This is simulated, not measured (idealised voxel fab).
The document below concerns the process module designated voxel tone inversion.
Square cell edge 5 nm, section width 285 nm, ID cut.
Think of the cross-section as a grid of square cells. We describe it in bands, top to bottom, and each band covers one or more rows of those cells. A band entry consists of two parts. The first gives the height of the band's top and the height of its bottom, in nm. The rest lists the band's materials from left to right, each with its width in nm. A single material labelled with the word "throughout" fills the band from edge to edge, and the word "air" marks empty space. Height reference: 0 = level under which incoming wafer is all one material. Lowest band: no bottom, runs on downward, e.g. "top 0, no bottom". Per-row width for "30->40": begins at first number (top row of band), ends at second number (bottom row), increment between rows held constant. "no modifications" for a step: no cell of the cross-section changed in that step. In "Entrapped voids" the enclosed voids are listed, meaning empty spaces of 8 cells or larger without any opening to the top. The form is width x height at distance, distance from the left edge, units nm. Post-settings text on a step line: simulator's own remark regarding the step. overlay nm: step with mask; distance mask lay right of planned place; negative value = left of planned place.
Planned step list for the process:
1 RECEIVE with material Si
2 CONFORMAL_DEP with material SiN, thk nm 5
3 DIRECTIONAL_DEP with material aC, thk nm 20
4 PATTERN with tone cover, mask id POSTS, material resist, width nm 15, pitch nm 45, thk nm 30, overlay nm 0
5 DIRECTIONAL_ETCH with etch materials aC, depth nm 20
6 STRIP with etch materials resist
7 FILL_DEP with material lowk, thk nm 10
8 CMP with height nm 25
9 STRIP with etch materials aC
First of two wafers, processed according to plan:
Cross-section of the incoming wafer, state after step 1:
	top 0, no bottom = Si throughout
	Entrapped voids: none
after step 2:
	top 5, bottom 0 = SiN throughout
	Below 0, no change.
after step 3:
	top 25, bottom 5 = aC throughout
	Below 5, no change.
after step 4:
	top 55, bottom 25 = air=110; resist=15; air=30; resist=15; air=115
	Below 25, no change.
after step 5:
	top 35, bottom 25 = air=110; resist=15; air=30; resist=15; air=115
	top 25, bottom 5 = air=110; aC=15; air=30; aC=15; air=115
	Below 5, no change.
after step 6:
	top 25, bottom 5 = air=110; aC=15; air=30; aC=15; air=115
	Below 5, no change.
after step 7:
	top 35, bottom 25 = lowk throughout
	top 25, bottom 5 = lowk=110; aC=15; lowk=30; aC=15; lowk=115
	Below 5, no change.
after step 8:
	top 25, bottom 5 = lowk=110; aC=15; lowk=30; aC=15; lowk=115
	Below 5, no change.
after step 9:
	top 25, bottom 5 = lowk=110; air=15; lowk=30; air=15; lowk=115
	Below 5, no change.
Wafer two: like wafer one in start and plan, but with one mistake in execution; identical up to and including step 7:
Look at the second wafer in cross-section at the time step 8 ought to have finished:
	top 30, bottom 25 = lowk throughout
	Below 25, no change.
Look at the second wafer in cross-section at the time step 9 ought to have finished: no modifications
Heads up, the wafer didn't run the way we planned it: step 8 off recipe, ran as CMP with height nm 30
The closing comparison, in cells, has the second wafer with more or fewer of some materials than the first: 24 more of aC; 57 more of lowk
